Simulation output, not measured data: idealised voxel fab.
This section sets out a process module, namely voxel self aligned contacts.
In the cross-section labelled cut, the width is 225 nm and each square cell is 5 nm.
Cross-section spec: square-cell grid; bands listed top down; each band is one or more rows.
It is stipulated that each band's entry specify, in nanometres, the height of the top of the band and then that of its bottom, followed by the materials of the band in left-to-right sequence, each together with its width in nanometres. A single material marked by the word "edge to edge" is understood to fill the band from edge to edge; the word "air" is understood to denote empty space.
Heights are expressed relative to 0, this being the level below which the as-received wafer comprises one material exclusively. The lowest band is unbounded in the downward direction and is denoted as in "0 nm and below".
Top row gets the first number, bottom row gets the second, and each row in between changes by the same step: that is how a band width like "30 to 40" works.
"nothing was modified" for a step: no cell of the cross-section changed in that step.
"Voids lacking openings" contains a list of empty spaces, each no smaller than 8 cells and without an open way to the top, written in the form width x height at distance with the distance from the left edge and all three in nm.
Anything after a step's settings on that line? It's the simulator's own note about the step.
The optional step-line setting "overlay nm" applies to steps with a mask and quantifies how far to the right of its planned location the mask lay, a negative value indicating leftward placement.
Each pair of cross-sections that follows straddles one process step: the one shows the state before the step, the other the state after it, down to the lowest band that changed and no further. The step in question, and its settings, are given under the pair. Note that a pair is not necessarily a continuation of the pair above it, since pairs can come from different runs of this module on the same starting wafer; it is a continuation only where its entry headed "Before processing step" says so.

### Before processing step
0 nm and below | Si edge to edge
Voids lacking openings: none

### Section, Post-Step
0 nm to -5 nm | SiO2 edge to edge
Below -5, the layers are the same as they were.
Voids lacking openings: none
Relating the two cross-sections above, the step in between is OXIDIZE (depth nm 5)

Before processing step: nothing new to draw here, it's the after view of the pair just above.

### Section, Post-Step
25 nm to 0 nm | polySi edge to edge
Below 0, the layers are the same as they were.
Voids lacking openings: none
Relating the two cross-sections above, the step in between is DIRECTIONAL_DEP (material polySi; thk nm 25)

Before processing step: nothing new to draw here, it's the after view of the pair just above.

### Section, Post-Step
50 nm to 25 nm | SiN edge to edge
Below 25, the layers are the same as they were.
Voids lacking openings: none
Relating the two cross-sections above, the step in between is DIRECTIONAL_DEP (material SiN; thk nm 25)

Before processing step: nothing new to draw here, it's the after view of the pair just above.

### Section, Post-Step
60 nm to 50 nm | aC edge to edge
Below 50, the layers are the same as they were.
Voids lacking openings: none
Relating the two cross-sections above, the step in between is DIRECTIONAL_DEP (material aC; thk nm 10)

Before processing step: nothing new to draw here, it's the after view of the pair just above.

### Section, Post-Step
85 nm to 60 nm | air 15 nm / resist 35 nm / air 45 nm / resist 35 nm / air 45 nm / resist 35 nm / air 15 nm
Below 60, the layers are the same as they were.
Voids lacking openings: none
Relating the two cross-sections above, the step in between is PATTERN (tone cover; mask id GATE; material resist; width nm 35; pitch nm 80; thk nm 25; overlay nm 0)

Before processing step: nothing new to draw here, it's the after view of the pair just above.

### Section, Post-Step
75 nm to 60 nm | air 15 nm / resist 35 nm / air 45 nm / resist 35 nm / air 45 nm / resist 35 nm / air 15 nm
60 nm to 50 nm | air 15 nm / aC 35 nm / air 45 nm / aC 35 nm / air 45 nm / aC 35 nm / air 15 nm
Below 50, the layers are the same as they were.
Voids lacking openings: none
Relating the two cross-sections above, the step in between is DIRECTIONAL_ETCH (etch materials aC; depth nm 10)

Before processing step: nothing new to draw here, it's the after view of the pair just above.

### Section, Post-Step
60 nm to 50 nm | air 15 nm / aC 35 nm / air 45 nm / aC 35 nm / air 45 nm / aC 35 nm / air 15 nm
Below 50, the layers are the same as they were.
Voids lacking openings: none
Relating the two cross-sections above, the step in between is STRIP (etch materials resist)

Before processing step: nothing new to draw here, it's the after view of the pair just above.

### Section, Post-Step
60 nm to 50 nm | air 15 nm / aC 35 nm / air 45 nm / aC 35 nm / air 45 nm / aC 35 nm / air 15 nm
50 nm to 25 nm | air 15 nm / SiN 35 nm / air 45 nm / SiN 35 nm / air 45 nm / SiN 35 nm / air 15 nm
Below 25, the layers are the same as they were.
Voids lacking openings: none
Relating the two cross-sections above, the step in between is DIRECTIONAL_ETCH (etch materials SiN; depth nm 25)

Before processing step: nothing new to draw here, it's the after view of the pair just above.

### Section, Post-Step
60 nm to 50 nm | air 15 nm / aC 35 nm / air 45 nm / aC 35 nm / air 45 nm / aC 35 nm / air 15 nm
50 nm to 25 nm | air 15 nm / SiN 35 nm / air 45 nm / SiN 35 nm / air 45 nm / SiN 35 nm / air 15 nm
25 nm to 0 nm | air 15 nm / polySi 35 nm / air 45 nm / polySi 35 nm / air 45 nm / polySi 35 nm / air 15 nm
Below 0, the layers are the same as they were.
Voids lacking openings: none
Relating the two cross-sections above, the step in between is DIRECTIONAL_ETCH (etch materials polySi; depth nm 25)

Before processing step: nothing new to draw here, it's the after view of the pair just above.

### Section, Post-Step
50 nm to 25 nm | air 15 nm / SiN 35 nm / air 45 nm / SiN 35 nm / air 45 nm / SiN 35 nm / air 15 nm
Below 25, the layers are the same as they were.
Voids lacking openings: none
Relating the two cross-sections above, the step in between is STRIP (etch materials aC)

Before processing step: nothing new to draw here, it's the after view of the pair just above.

### Section, Post-Step
60 nm to 25 nm | air 5 nm / SiN 55 nm / air 25 nm / SiN 55 nm / air 25 nm / SiN 55 nm / air 5 nm
25 nm to 10 nm | air 5 nm / SiN 10 nm / polySi 35 nm / SiN 10 nm / air 25 nm / SiN 10 nm / polySi 35 nm / SiN 10 nm / air 25 nm / SiN 10 nm / polySi 35 nm / SiN 10 nm / air 5 nm
10 nm to 0 nm | SiN 15 nm / polySi 35 nm / SiN 45 nm / polySi 35 nm / SiN 45 nm / polySi 35 nm / SiN 15 nm
Below 0, the layers are the same as they were.
Voids lacking openings: none
Relating the two cross-sections above, the step in between is CONFORMAL_DEP (material SiN; thk nm 10)

Before processing step: nothing new to draw here, it's the after view of the pair just above.

### Section, Post-Step
50 nm to 25 nm | air 5 nm / SiN 55 nm / air 25 nm / SiN 55 nm / air 25 nm / SiN 55 nm / air 5 nm
25 nm to 0 nm | air 5 nm / SiN 10 nm / polySi 35 nm / SiN 10 nm / air 25 nm / SiN 10 nm / polySi 35 nm / SiN 10 nm / air 25 nm / SiN 10 nm / polySi 35 nm / SiN 10 nm / air 5 nm
Below 0, the layers are the same as they were.
Voids lacking openings: none
Relating the two cross-sections above, the step in between is DIRECTIONAL_ETCH (etch materials SiN; depth nm 10)

Before processing step: nothing new to draw here, it's the after view of the pair just above.

### Section, Post-Step
65 nm to 50 nm | SiO2 edge to edge
50 nm to 25 nm | SiO2 5 nm / SiN 55 nm / SiO2 25 nm / SiN 55 nm / SiO2 25 nm / SiN 55 nm / SiO2 5 nm
25 nm to 0 nm | SiO2 5 nm / SiN 10 nm / polySi 35 nm / SiN 10 nm / SiO2 25 nm / SiN 10 nm / polySi 35 nm / SiN 10 nm / SiO2 25 nm / SiN 10 nm / polySi 35 nm / SiN 10 nm / SiO2 5 nm
Below 0, the layers are the same as they were.
Voids lacking openings: none
Relating the two cross-sections above, the step in between is FILL_DEP (material SiO2; thk nm 15)

Before processing step: nothing new to draw here, it's the after view of the pair just above.

### Section, Post-Step
60 nm to 50 nm | SiO2 edge to edge
Below 50, the layers are the same as they were.
Voids lacking openings: none
Relating the two cross-sections above, the step in between is CMP (height nm 60)

Before processing step: nothing new to draw here, it's the after view of the pair just above.

### Section, Post-Step
60 nm to 50 nm | SiO2 40 nm / air 65 nm / SiO2 15 nm / air 65 nm / SiO2 40 nm
50 nm to 25 nm | SiO2 5 nm / SiN 55 nm / air 25 nm / SiN 55 nm / air 25 nm / SiN 55 nm / SiO2 5 nm
25 nm to 0 nm | SiO2 5 nm / SiN 10 nm / polySi 35 nm / SiN 10 nm / air 25 nm / SiN 10 nm / polySi 35 nm / SiN 10 nm / air 25 nm / SiN 10 nm / polySi 35 nm / SiN 10 nm / SiO2 5 nm
0 nm to -5 nm | SiO2 60 nm / air 25 nm / SiO2 55 nm / air 25 nm / SiO2 60 nm
Below -5, the layers are the same as they were.
Voids lacking openings: none
Relating the two cross-sections above, the step in between is MASKED_ETCH (tone open; mask id CONTACT; width nm 65; pitch nm 80; etch materials SiO2; depth nm 65; overlay nm 0)

Before processing step: nothing new to draw here, it's the after view of the pair just above.

### Section, Post-Step
65 nm to 60 nm | TiN 45 nm / air 55 nm / TiN 25 nm / air 55 nm / TiN 45 nm
60 nm to 50 nm | SiO2 40 nm / TiN 5 to 25 nm / air 55 to 15 nm / TiN 5 to 25 nm / SiO2 15 nm / TiN 5 to 25 nm / air 55 to 15 nm / TiN 5 to 25 nm / SiO2 40 nm
50 nm to 25 nm | SiO2 5 nm / SiN 55 nm / TiN 5 nm / air 15 nm / TiN 5 nm / SiN 55 nm / TiN 5 nm / air 15 nm / TiN 5 nm / SiN 55 nm / SiO2 5 nm
25 nm to 0 nm | SiO2 5 nm / SiN 10 nm / polySi 35 nm / SiN 10 nm / TiN 5 nm / air 15 nm / TiN 5 nm / SiN 10 nm / polySi 35 nm / SiN 10 nm / TiN 5 nm / air 15 nm / TiN 5 nm / SiN 10 nm / polySi 35 nm / SiN 10 nm / SiO2 5 nm
0 nm to -5 nm | SiO2 60 nm / TiN 25 nm / SiO2 55 nm / TiN 25 nm / SiO2 60 nm
Below -5, the layers are the same as they were.
Voids lacking openings: none
Relating the two cross-sections above, the step in between is CONFORMAL_DEP (material TiN; thk nm 5)

Before processing step: nothing new to draw here, it's the after view of the pair just above.

### Section, Post-Step
75 nm to 65 nm | W edge to edge
65 nm to 60 nm | TiN 45 nm / W 55 nm / TiN 25 nm / W 55 nm / TiN 45 nm
60 nm to 50 nm | SiO2 40 nm / TiN 5 to 25 nm / W 55 to 15 nm / TiN 5 to 25 nm / SiO2 15 nm / TiN 5 to 25 nm / W 55 to 15 nm / TiN 5 to 25 nm / SiO2 40 nm
50 nm to 25 nm | SiO2 5 nm / SiN 55 nm / TiN 5 nm / W 15 nm / TiN 5 nm / SiN 55 nm / TiN 5 nm / W 15 nm / TiN 5 nm / SiN 55 nm / SiO2 5 nm
25 nm to 0 nm | SiO2 5 nm / SiN 10 nm / polySi 35 nm / SiN 10 nm / TiN 5 nm / W 15 nm / TiN 5 nm / SiN 10 nm / polySi 35 nm / SiN 10 nm / TiN 5 nm / W 15 nm / TiN 5 nm / SiN 10 nm / polySi 35 nm / SiN 10 nm / SiO2 5 nm
Below 0, the layers are the same as they were.
Voids lacking openings: none
Relating the two cross-sections above, the step in between is FILL_DEP (material W; thk nm 10)

Before processing step: nothing new to draw here, it's the after view of the pair just above.

### Section, Post-Step
60 nm to 50 nm | SiO2 40 nm / TiN 5 to 25 nm / W 55 to 15 nm / TiN 5 to 25 nm / SiO2 15 nm / TiN 5 to 25 nm / W 55 to 15 nm / TiN 5 to 25 nm / SiO2 40 nm
Below 50, the layers are the same as they were.
Voids lacking openings: none
Relating the two cross-sections above, the step in between is CMP (height nm 60)

Before processing step: nothing new to draw here, it's the after view of the pair just above.

### Section, Post-Step
65 nm to 60 nm | SiCN edge to edge
Below 60, the layers are the same as they were.
Voids lacking openings: none
Relating the two cross-sections above, the step in between is CONFORMAL_DEP (material SiCN; thk nm 5)

### Before processing step
75 nm to 65 nm | W edge to edge
65 nm to 60 nm | TiN 45 nm / W 55 nm / TiN 25 nm / W 55 nm / TiN 45 nm
60 nm to 50 nm | SiO2 40 nm / TiN 5 to 25 nm / W 55 to 15 nm / TiN 5 to 25 nm / SiO2 15 nm / TiN 5 to 25 nm / W 55 to 15 nm / TiN 5 to 25 nm / SiO2 40 nm
50 nm to 25 nm | SiO2 5 nm / SiN 55 nm / TiN 5 nm / W 15 nm / TiN 5 nm / SiN 55 nm / TiN 5 nm / W 15 nm / TiN 5 nm / SiN 55 nm / SiO2 5 nm
25 nm to 0 nm | SiO2 5 nm / SiN 10 nm / polySi 35 nm / SiN 10 nm / TiN 5 nm / W 15 nm / TiN 5 nm / SiN 10 nm / polySi 35 nm / SiN 10 nm / TiN 5 nm / W 15 nm / TiN 5 nm / SiN 10 nm / polySi 35 nm / SiN 10 nm / SiO2 5 nm
0 nm to -5 nm | SiO2 60 nm / TiN 25 nm / SiO2 55 nm / TiN 25 nm / SiO2 60 nm
-5 nm and below | Si edge to edge
Voids lacking openings: none

### Section, Post-Step
80 nm to 75 nm | SiCN edge to edge
Below 75, the layers are the same as they were.
Voids lacking openings: none
Relating the two cross-sections above, the step in between is CONFORMAL_DEP (material SiCN; thk nm 5)

### Before processing step
25 nm to 0 nm | polySi edge to edge
0 nm to -5 nm | SiO2 edge to edge
-5 nm and below | Si edge to edge
Voids lacking openings: none

### Section, Post-Step
50 nm to 0 nm | polySi edge to edge
Below 0, the layers are the same as they were.
Voids lacking openings: none
Relating the two cross-sections above, the step in between is DIRECTIONAL_DEP (material polySi; thk nm 25)

Before processing step: nothing new to draw here, it's the after view of the pair just above.

### Section, Post-Step
75 nm to 50 nm | SiN edge to edge
Below 50, the layers are the same as they were.
Voids lacking openings: none
Relating the two cross-sections above, the step in between is DIRECTIONAL_DEP (material SiN; thk nm 25)

Before processing step: nothing new to draw here, it's the after view of the pair just above.

### Section, Post-Step
85 nm to 75 nm | aC edge to edge
Below 75, the layers are the same as they were.
Voids lacking openings: none
Relating the two cross-sections above, the step in between is DIRECTIONAL_DEP (material aC; thk nm 10)

Before processing step: nothing new to draw here, it's the after view of the pair just above.

### Section, Post-Step
110 nm to 85 nm | air 15 nm / resist 35 nm / air 45 nm / resist 35 nm / air 45 nm / resist 35 nm / air 15 nm
Below 85, the layers are the same as they were.
Voids lacking openings: none
Relating the two cross-sections above, the step in between is PATTERN (tone cover; mask id GATE; material resist; width nm 35; pitch nm 80; thk nm 25; overlay nm 0)

Before processing step: nothing new to draw here, it's the after view of the pair just above.

### Section, Post-Step
100 nm to 85 nm | air 15 nm / resist 35 nm / air 45 nm / resist 35 nm / air 45 nm / resist 35 nm / air 15 nm
85 nm to 75 nm | air 15 nm / aC 35 nm / air 45 nm / aC 35 nm / air 45 nm / aC 35 nm / air 15 nm
Below 75, the layers are the same as they were.
Voids lacking openings: none
Relating the two cross-sections above, the step in between is DIRECTIONAL_ETCH (etch materials aC; depth nm 10)

Before processing step: nothing new to draw here, it's the after view of the pair just above.

### Section, Post-Step
85 nm to 75 nm | air 15 nm / aC 35 nm / air 45 nm / aC 35 nm / air 45 nm / aC 35 nm / air 15 nm
Below 75, the layers are the same as they were.
Voids lacking openings: none
Relating the two cross-sections above, the step in between is STRIP (etch materials resist)

Before processing step: nothing new to draw here, it's the after view of the pair just above.

### Section, Post-Step
85 nm to 75 nm | air 15 nm / aC 35 nm / air 45 nm / aC 35 nm / air 45 nm / aC 35 nm / air 15 nm
75 nm to 50 nm | air 15 nm / SiN 35 nm / air 45 nm / SiN 35 nm / air 45 nm / SiN 35 nm / air 15 nm
Below 50, the layers are the same as they were.
Voids lacking openings: none
Relating the two cross-sections above, the step in between is DIRECTIONAL_ETCH (etch materials SiN; depth nm 25)

Before processing step: nothing new to draw here, it's the after view of the pair just above.

### Section, Post-Step
85 nm to 75 nm | air 15 nm / aC 35 nm / air 45 nm / aC 35 nm / air 45 nm / aC 35 nm / air 15 nm
75 nm to 50 nm | air 15 nm / SiN 35 nm / air 45 nm / SiN 35 nm / air 45 nm / SiN 35 nm / air 15 nm
50 nm to 25 nm | air 15 nm / polySi 35 nm / air 45 nm / polySi 35 nm / air 45 nm / polySi 35 nm / air 15 nm
Below 25, the layers are the same as they were.
Voids lacking openings: none
Relating the two cross-sections above, the step in between is DIRECTIONAL_ETCH (etch materials polySi; depth nm 25)

Before processing step: nothing new to draw here, it's the after view of the pair just above.

### Section, Post-Step
75 nm to 50 nm | air 15 nm / SiN 35 nm / air 45 nm / SiN 35 nm / air 45 nm / SiN 35 nm / air 15 nm
Below 50, the layers are the same as they were.
Voids lacking openings: none
Relating the two cross-sections above, the step in between is STRIP (etch materials aC)

Before processing step: nothing new to draw here, it's the after view of the pair just above.

### Section, Post-Step
85 nm to 50 nm | air 5 nm / SiN 55 nm / air 25 nm / SiN 55 nm / air 25 nm / SiN 55 nm / air 5 nm
50 nm to 35 nm | air 5 nm / SiN 10 nm / polySi 35 nm / SiN 10 nm / air 25 nm / SiN 10 nm / polySi 35 nm / SiN 10 nm / air 25 nm / SiN 10 nm / polySi 35 nm / SiN 10 nm / air 5 nm
35 nm to 25 nm | SiN 15 nm / polySi 35 nm / SiN 45 nm / polySi 35 nm / SiN 45 nm / polySi 35 nm / SiN 15 nm
Below 25, the layers are the same as they were.
Voids lacking openings: none
Relating the two cross-sections above, the step in between is CONFORMAL_DEP (material SiN; thk nm 10)

Before processing step: nothing new to draw here, it's the after view of the pair just above.

### Section, Post-Step
75 nm to 50 nm | air 5 nm / SiN 55 nm / air 25 nm / SiN 55 nm / air 25 nm / SiN 55 nm / air 5 nm
50 nm to 25 nm | air 5 nm / SiN 10 nm / polySi 35 nm / SiN 10 nm / air 25 nm / SiN 10 nm / polySi 35 nm / SiN 10 nm / air 25 nm / SiN 10 nm / polySi 35 nm / SiN 10 nm / air 5 nm
Below 25, the layers are the same as they were.
Voids lacking openings: none
Relating the two cross-sections above, the step in between is DIRECTIONAL_ETCH (etch materials SiN; depth nm 10)

Before processing step: nothing new to draw here, it's the after view of the pair just above.

### Section, Post-Step
90 nm to 75 nm | SiO2 edge to edge
75 nm to 50 nm | SiO2 5 nm / SiN 55 nm / SiO2 25 nm / SiN 55 nm / SiO2 25 nm / SiN 55 nm / SiO2 5 nm
50 nm to 25 nm | SiO2 5 nm / SiN 10 nm / polySi 35 nm / SiN 10 nm / SiO2 25 nm / SiN 10 nm / polySi 35 nm / SiN 10 nm / SiO2 25 nm / SiN 10 nm / polySi 35 nm / SiN 10 nm / SiO2 5 nm
Below 25, the layers are the same as they were.
Voids lacking openings: none
Relating the two cross-sections above, the step in between is FILL_DEP (material SiO2; thk nm 15)

Before processing step: nothing new to draw here, it's the after view of the pair just above.

### Section, Post-Step
60 nm to 50 nm | SiO2 5 nm / SiN 55 nm / SiO2 25 nm / SiN 55 nm / SiO2 25 nm / SiN 55 nm / SiO2 5 nm
Below 50, the layers are the same as they were.
Voids lacking openings: none
Relating the two cross-sections above, the step in between is CMP (height nm 60)

Before processing step: nothing new to draw here, it's the after view of the pair just above.

### Section, Post-Step
60 nm to 50 nm | SiO2 5 nm / SiN 55 nm / air 25 nm / SiN 55 nm / air 25 nm / SiN 55 nm / SiO2 5 nm
50 nm to 25 nm | SiO2 5 nm / SiN 10 nm / polySi 35 nm / SiN 10 nm / air 25 nm / SiN 10 nm / polySi 35 nm / SiN 10 nm / air 25 nm / SiN 10 nm / polySi 35 nm / SiN 10 nm / SiO2 5 nm
Below 25, the layers are the same as they were.
Voids lacking openings: none
Relating the two cross-sections above, the step in between is MASKED_ETCH (tone open; mask id CONTACT; width nm 65; pitch nm 80; etch materials SiO2; depth nm 65; overlay nm 0)

Before processing step: nothing new to draw here, it's the after view of the pair just above.

### Section, Post-Step
65 nm to 60 nm | TiN 65 nm / air 15 nm / TiN 65 nm / air 15 nm / TiN 65 nm
60 nm to 50 nm | SiO2 5 nm / SiN 55 nm / TiN 5 nm / air 15 nm / TiN 5 nm / SiN 55 nm / TiN 5 nm / air 15 nm / TiN 5 nm / SiN 55 nm / SiO2 5 nm
50 nm to 30 nm | SiO2 5 nm / SiN 10 nm / polySi 35 nm / SiN 10 nm / TiN 5 nm / air 15 nm / TiN 5 nm / SiN 10 nm / polySi 35 nm / SiN 10 nm / TiN 5 nm / air 15 nm / TiN 5 nm / SiN 10 nm / polySi 35 nm / SiN 10 nm / SiO2 5 nm
30 nm to 25 nm | SiO2 5 nm / SiN 10 nm / polySi 35 nm / SiN 10 nm / TiN 25 nm / SiN 10 nm / polySi 35 nm / SiN 10 nm / TiN 25 nm / SiN 10 nm / polySi 35 nm / SiN 10 nm / SiO2 5 nm
Below 25, the layers are the same as they were.
Voids lacking openings: none
Relating the two cross-sections above, the step in between is CONFORMAL_DEP (material TiN; thk nm 5)

Before processing step: nothing new to draw here, it's the after view of the pair just above.

### Section, Post-Step
75 nm to 65 nm | W edge to edge
65 nm to 60 nm | TiN 65 nm / W 15 nm / TiN 65 nm / W 15 nm / TiN 65 nm
60 nm to 50 nm | SiO2 5 nm / SiN 55 nm / TiN 5 nm / W 15 nm / TiN 5 nm / SiN 55 nm / TiN 5 nm / W 15 nm / TiN 5 nm / SiN 55 nm / SiO2 5 nm
50 nm to 30 nm | SiO2 5 nm / SiN 10 nm / polySi 35 nm / SiN 10 nm / TiN 5 nm / W 15 nm / TiN 5 nm / SiN 10 nm / polySi 35 nm / SiN 10 nm / TiN 5 nm / W 15 nm / TiN 5 nm / SiN 10 nm / polySi 35 nm / SiN 10 nm / SiO2 5 nm
Below 30, the layers are the same as they were.
Voids lacking openings: none
Relating the two cross-sections above, the step in between is FILL_DEP (material W; thk nm 10)

Before processing step: nothing new to draw here, it's the after view of the pair just above.

### Section, Post-Step
60 nm to 50 nm | SiO2 5 nm / SiN 55 nm / TiN 5 nm / W 15 nm / TiN 5 nm / SiN 55 nm / TiN 5 nm / W 15 nm / TiN 5 nm / SiN 55 nm / SiO2 5 nm
Below 50, the layers are the same as they were.
Voids lacking openings: none
Relating the two cross-sections above, the step in between is CMP (height nm 60)

Before processing step: nothing new to draw here, it's the after view of the pair just above.

### Section, Post-Step
65 nm to 60 nm | SiCN edge to edge
Below 60, the layers are the same as they were.
Voids lacking openings: none
Relating the two cross-sections above, the step in between is CONFORMAL_DEP (material SiCN; thk nm 5)

### Before processing step
50 nm to 25 nm | air 15 nm / SiN 35 nm / air 45 nm / SiN 35 nm / air 45 nm / SiN 35 nm / air 15 nm
25 nm to 0 nm | air 15 nm / polySi 35 nm / air 45 nm / polySi 35 nm / air 45 nm / polySi 35 nm / air 15 nm
0 nm to -5 nm | SiO2 edge to edge
-5 nm and below | Si edge to edge
Voids lacking openings: none

### Section, Post-Step
40 nm to 25 nm | air 15 nm / SiN 35 nm / air 45 nm / SiN 35 nm / air 45 nm / SiN 35 nm / air 15 nm
Below 25, the layers are the same as they were.
Voids lacking openings: none
Relating the two cross-sections above, the step in between is DIRECTIONAL_ETCH (etch materials SiN; depth nm 10)

Before processing step: nothing new to draw here, it's the after view of the pair just above.

### Section, Post-Step
50 nm to 25 nm | air 5 nm / SiN 55 nm / air 25 nm / SiN 55 nm / air 25 nm / SiN 55 nm / air 5 nm
25 nm to 10 nm | air 5 nm / SiN 10 nm / polySi 35 nm / SiN 10 nm / air 25 nm / SiN 10 nm / polySi 35 nm / SiN 10 nm / air 25 nm / SiN 10 nm / polySi 35 nm / SiN 10 nm / air 5 nm
10 nm to 0 nm | SiN 15 nm / polySi 35 nm / SiN 45 nm / polySi 35 nm / SiN 45 nm / polySi 35 nm / SiN 15 nm
Below 0, the layers are the same as they were.
Voids lacking openings: none
Relating the two cross-sections above, the step in between is CONFORMAL_DEP (material SiN; thk nm 10)

Before processing step: nothing new to draw here, it's the after view of the pair just above.

### Section, Post-Step
65 nm to 50 nm | SiO2 edge to edge
50 nm to 25 nm | SiO2 5 nm / SiN 55 nm / SiO2 25 nm / SiN 55 nm / SiO2 25 nm / SiN 55 nm / SiO2 5 nm
25 nm to 10 nm | SiO2 5 nm / SiN 10 nm / polySi 35 nm / SiN 10 nm / SiO2 25 nm / SiN 10 nm / polySi 35 nm / SiN 10 nm / SiO2 25 nm / SiN 10 nm / polySi 35 nm / SiN 10 nm / SiO2 5 nm
Below 10, the layers are the same as they were.
Voids lacking openings: none
Relating the two cross-sections above, the step in between is FILL_DEP (material SiO2; thk nm 15)

Before processing step: nothing new to draw here, it's the after view of the pair just above.

### Section, Post-Step
60 nm to 50 nm | SiO2 edge to edge
Below 50, the layers are the same as they were.
Voids lacking openings: none
Relating the two cross-sections above, the step in between is CMP (height nm 60)

Before processing step: nothing new to draw here, it's the after view of the pair just above.

### Section, Post-Step
60 nm to 50 nm | SiO2 40 nm / air 65 nm / SiO2 15 nm / air 65 nm / SiO2 40 nm
50 nm to 25 nm | SiO2 5 nm / SiN 55 nm / air 25 nm / SiN 55 nm / air 25 nm / SiN 55 nm / SiO2 5 nm
25 nm to 10 nm | SiO2 5 nm / SiN 10 nm / polySi 35 nm / SiN 10 nm / air 25 nm / SiN 10 nm / polySi 35 nm / SiN 10 nm / air 25 nm / SiN 10 nm / polySi 35 nm / SiN 10 nm / SiO2 5 nm
Below 10, the layers are the same as they were.
Voids lacking openings: none
Relating the two cross-sections above, the step in between is MASKED_ETCH (tone open; mask id CONTACT; width nm 65; pitch nm 80; etch materials SiO2; depth nm 65; overlay nm 0)

Before processing step: nothing new to draw here, it's the after view of the pair just above.

### Section, Post-Step
65 nm to 60 nm | TiN 45 nm / air 55 nm / TiN 25 nm / air 55 nm / TiN 45 nm
60 nm to 50 nm | SiO2 40 nm / TiN 5 to 25 nm / air 55 to 15 nm / TiN 5 to 25 nm / SiO2 15 nm / TiN 5 to 25 nm / air 55 to 15 nm / TiN 5 to 25 nm / SiO2 40 nm
50 nm to 25 nm | SiO2 5 nm / SiN 55 nm / TiN 5 nm / air 15 nm / TiN 5 nm / SiN 55 nm / TiN 5 nm / air 15 nm / TiN 5 nm / SiN 55 nm / SiO2 5 nm
25 nm to 15 nm | SiO2 5 nm / SiN 10 nm / polySi 35 nm / SiN 10 nm / TiN 5 nm / air 15 nm / TiN 5 nm / SiN 10 nm / polySi 35 nm / SiN 10 nm / TiN 5 nm / air 15 nm / TiN 5 nm / SiN 10 nm / polySi 35 nm / SiN 10 nm / SiO2 5 nm
15 nm to 10 nm | SiO2 5 nm / SiN 10 nm / polySi 35 nm / SiN 10 nm / TiN 25 nm / SiN 10 nm / polySi 35 nm / SiN 10 nm / TiN 25 nm / SiN 10 nm / polySi 35 nm / SiN 10 nm / SiO2 5 nm
Below 10, the layers are the same as they were.
Voids lacking openings: none
Relating the two cross-sections above, the step in between is CONFORMAL_DEP (material TiN; thk nm 5)

Before processing step: nothing new to draw here, it's the after view of the pair just above.

### Section, Post-Step
75 nm to 65 nm | W edge to edge
65 nm to 60 nm | TiN 45 nm / W 55 nm / TiN 25 nm / W 55 nm / TiN 45 nm
60 nm to 50 nm | SiO2 40 nm / TiN 5 to 25 nm / W 55 to 15 nm / TiN 5 to 25 nm / SiO2 15 nm / TiN 5 to 25 nm / W 55 to 15 nm / TiN 5 to 25 nm / SiO2 40 nm
50 nm to 25 nm | SiO2 5 nm / SiN 55 nm / TiN 5 nm / W 15 nm / TiN 5 nm / SiN 55 nm / TiN 5 nm / W 15 nm / TiN 5 nm / SiN 55 nm / SiO2 5 nm
25 nm to 15 nm | SiO2 5 nm / SiN 10 nm / polySi 35 nm / SiN 10 nm / TiN 5 nm / W 15 nm / TiN 5 nm / SiN 10 nm / polySi 35 nm / SiN 10 nm / TiN 5 nm / W 15 nm / TiN 5 nm / SiN 10 nm / polySi 35 nm / SiN 10 nm / SiO2 5 nm
Below 15, the layers are the same as they were.
Voids lacking openings: none
Relating the two cross-sections above, the step in between is FILL_DEP (material W; thk nm 10)

Before processing step: nothing new to draw here, it's the after view of the pair just above.

### Section, Post-Step
60 nm to 50 nm | SiO2 40 nm / TiN 5 to 25 nm / W 55 to 15 nm / TiN 5 to 25 nm / SiO2 15 nm / TiN 5 to 25 nm / W 55 to 15 nm / TiN 5 to 25 nm / SiO2 40 nm
Below 50, the layers are the same as they were.
Voids lacking openings: none
Relating the two cross-sections above, the step in between is CMP (height nm 60)

Before processing step: nothing new to draw here, it's the after view of the pair just above.

### Section, Post-Step
65 nm to 60 nm | SiCN edge to edge
Below 60, the layers are the same as they were.
Voids lacking openings: none
Relating the two cross-sections above, the step in between is CONFORMAL_DEP (material SiCN; thk nm 5)

### Before processing step
60 nm to 25 nm | air 5 nm / SiN 55 nm / air 25 nm / SiN 55 nm / air 25 nm / SiN 55 nm / air 5 nm
25 nm to 10 nm | air 5 nm / SiN 10 nm / polySi 35 nm / SiN 10 nm / air 25 nm / SiN 10 nm / polySi 35 nm / SiN 10 nm / air 25 nm / SiN 10 nm / polySi 35 nm / SiN 10 nm / air 5 nm
10 nm to 0 nm | SiN 15 nm / polySi 35 nm / SiN 45 nm / polySi 35 nm / SiN 45 nm / polySi 35 nm / SiN 15 nm
0 nm to -5 nm | SiO2 edge to edge
-5 nm and below | Si edge to edge
Voids lacking openings: none

### Section, Post-Step
55 nm to 25 nm | air 5 nm / SiN 55 nm / air 25 nm / SiN 55 nm / air 25 nm / SiN 55 nm / air 5 nm
25 nm to 5 nm | air 5 nm / SiN 10 nm / polySi 35 nm / SiN 10 nm / air 25 nm / SiN 10 nm / polySi 35 nm / SiN 10 nm / air 25 nm / SiN 10 nm / polySi 35 nm / SiN 10 nm / air 5 nm
Below 5, the layers are the same as they were.
Voids lacking openings: none
Relating the two cross-sections above, the step in between is DIRECTIONAL_ETCH (etch materials SiN; depth nm 5)

Before processing step: nothing new to draw here, it's the after view of the pair just above.

### Section, Post-Step
70 nm to 55 nm | SiO2 edge to edge
55 nm to 25 nm | SiO2 5 nm / SiN 55 nm / SiO2 25 nm / SiN 55 nm / SiO2 25 nm / SiN 55 nm / SiO2 5 nm
25 nm to 5 nm | SiO2 5 nm / SiN 10 nm / polySi 35 nm / SiN 10 nm / SiO2 25 nm / SiN 10 nm / polySi 35 nm / SiN 10 nm / SiO2 25 nm / SiN 10 nm / polySi 35 nm / SiN 10 nm / SiO2 5 nm
Below 5, the layers are the same as they were.
Voids lacking openings: none
Relating the two cross-sections above, the step in between is FILL_DEP (material SiO2; thk nm 15)

Before processing step: nothing new to draw here, it's the after view of the pair just above.

### Section, Post-Step
60 nm to 55 nm | SiO2 edge to edge
Below 55, the layers are the same as they were.
Voids lacking openings: none
Relating the two cross-sections above, the step in between is CMP (height nm 60)
